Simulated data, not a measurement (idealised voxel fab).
Title: Process Module voxel capacitor over wiring
Square cells of 5 nm make up the cross-section cut, whose width is 240 nm.
Reading order for cross-sections: top band down to bottom band. Underlying form: a grid of square cells. Band size: one or more rows of cells.
Band: top and bottom heights (nm) first, top before bottom; then materials from left to right, widths in nm. "all across" marks a sole material filling the band edge to edge. "air" denotes empty space.
Zero point of the height axis is 0; under it, received wafer = one material. Lowest band: continues down indefinitely, "0 and below".
Width: "30 to 40" (first number = top row, second number = bottom row, same change from row to row of cells).
"stayed the same" for a step: no cell of the cross-section changed in that step.
"Sealed cavities" lists enclosed empty spaces (at least 8 cells, no open path upward to the top), each as width x height at distance from the left edge, in nm.
The remark found on a step's line after its settings is issued by the simulator itself and pertains to that step.
overlay nm: for a step with a mask, the amount by which the mask lay right of where it was planned; a negative amount means left of it.
The following list gives the planned process steps:
1,RECEIVE [material Si]
2,CONFORMAL_DEP [material SiO2] [thk nm 15]
3,CONFORMAL_DEP [material SiCN] [thk nm 5]
4,DIRECTIONAL_DEP [material SiO2] [thk nm 15]
5,PATTERN [tone open] [mask id METAL_1] [material resist] [width nm 25] [pitch nm 85] [thk nm 15] [overlay nm 0]
6,DIRECTIONAL_ETCH [etch materials SiO2] [depth nm 15]
7,DIRECTIONAL_ETCH [etch materials SiCN] [depth nm 5]
8,STRIP [etch materials resist]
9,CONFORMAL_DEP [material TiN] [thk nm 5]
10,FILL_DEP [material Ru] [thk nm 10]
11,CMP [height nm 35]
12,CONFORMAL_DEP [material SiCN] [thk nm 5]
13,DIRECTIONAL_DEP [material lowk] [thk nm 10]
14,PATTERN [tone open] [mask id PLUG_1] [material resist] [width nm 15] [thk nm 20] [overlay nm 0]
15,DIRECTIONAL_ETCH [etch materials lowk] [depth nm 10]
16,DIRECTIONAL_ETCH [etch materials SiCN] [depth nm 5]
17,STRIP [etch materials resist]
18,EPI [material Ru] [thk nm 10]
19,EPI [material Ru] [thk nm 5]
20,DIRECTIONAL_DEP [material TiN] [thk nm 5]
21,DIRECTIONAL_DEP [material Al2O3] [thk nm 5]
22,DIRECTIONAL_DEP [material TiN] [thk nm 5]
23,DIRECTIONAL_DEP [material aC] [thk nm 15]
24,PATTERN [tone cover] [mask id UPPER_PLATE] [material resist] [width nm 65] [thk nm 30] [overlay nm 0]
25,DIRECTIONAL_ETCH [etch materials aC] [depth nm 15]
26,STRIP [etch materials resist]
27,DIRECTIONAL_ETCH [etch materials TiN] [depth nm 5]
28,DIRECTIONAL_ETCH [etch materials Al2O3] [depth nm 5]
29,STRIP [etch materials aC]
30,PATTERN [tone cover] [mask id LOWER_PLATE] [material resist] [width nm 75] [thk nm 20] [overlay nm 0]
31,DIRECTIONAL_ETCH [etch materials TiN] [depth nm 5]
32,STRIP [etch materials resist]
33,FILL_DEP [material SiO2] [thk nm 15]
34,CMP [height nm 75]
35,DIRECTIONAL_DEP [material aC] [thk nm 15]
36,PATTERN [tone open] [mask id PLUG_2] [material resist] [width nm 15] [thk nm 35] [overlay nm 0]
37,DIRECTIONAL_ETCH [etch materials aC] [depth nm 15]
38,STRIP [etch materials resist]
39,DIRECTIONAL_ETCH [etch materials SiO2] [depth nm 10]
40,STRIP [etch materials aC]
41,CONFORMAL_DEP [material TiN] [thk nm 5]
42,FILL_DEP [material W] [thk nm 5]
43,CMP [height nm 75]
44,CONFORMAL_DEP [material SiCN] [thk nm 5]
Cross-section of the incoming wafer, state after step 1:
- 0 and below: Si all across
- Sealed cavities: none
Post-module cross-section of the first of two wafers (run per plan):
- 80 down to 75: SiCN all across
- 75 down to 70: SiO2: 85  TiN: 5  W: 5  TiN: 5  SiO2: 140
- 70 down to 60: SiO2: 85 to 75  TiN: 15 to 65  SiO2: 140 to 100
- 60 down to 55: SiO2: 75  Al2O3: 65  SiO2: 100
- 55 down to 50: SiO2: 70  TiN: 75  SiO2: 95
- 50 down to 40: lowk: 75  Ru: 15  lowk: 150
- 40 down to 35: SiCN: 75  Ru: 15  SiCN: 150
- 35 down to 20: SiO2: 65  TiN: 5  Ru: 15  TiN: 5  SiO2: 60  TiN: 5  Ru: 15  TiN: 5  SiO2: 65
- 20 down to 15: SiCN: 65  TiN: 25  SiCN: 60  TiN: 25  SiCN: 65
- 15 down to 0: SiO2 all across
- 0 and below: Si all across
- Sealed cavities: none
Cross-sectional view: second of two wafers, end of module; start and plan identical to the first, one mistake in running:
- 80 down to 75: SiCN all across
- 75 down to 70: SiO2: 85  TiN: 5  W: 5  TiN: 5  SiO2: 140
- 70 down to 60: SiO2: 85 to 75  TiN: 15 to 65  SiO2: 140 to 100
- 60 down to 55: SiO2: 75  Al2O3: 65  SiO2: 100
- 55 down to 50: SiO2: 70  TiN: 75  SiO2: 95
- 50 down to 40: lowk: 75  Ru: 15  lowk: 150
- 40 down to 35: SiCN: 75  Ru: 15  SiCN: 150
- 35 down to 20: SiO2: 60  TiN: 5  Ru: 25  TiN: 5  SiO2: 50  TiN: 5  Ru: 25  TiN: 5  SiO2: 60
- 20 down to 15: SiCN: 60  TiN: 35  SiCN: 50  TiN: 35  SiCN: 60
- 15 down to 0: SiO2 all across
- 0 and below: Si all across
- Sealed cavities: none
Processing error: step 5 off recipe, ran as PATTERN [tone open] [mask id METAL_1] [material resist] [width nm 35] [pitch nm 85] [thk nm 15] [overlay nm 0]
Final tally in cells, some materials are higher or lower on the second wafer than on the first: Ru +12; SiCN -4; SiO2 -12; TiN +4
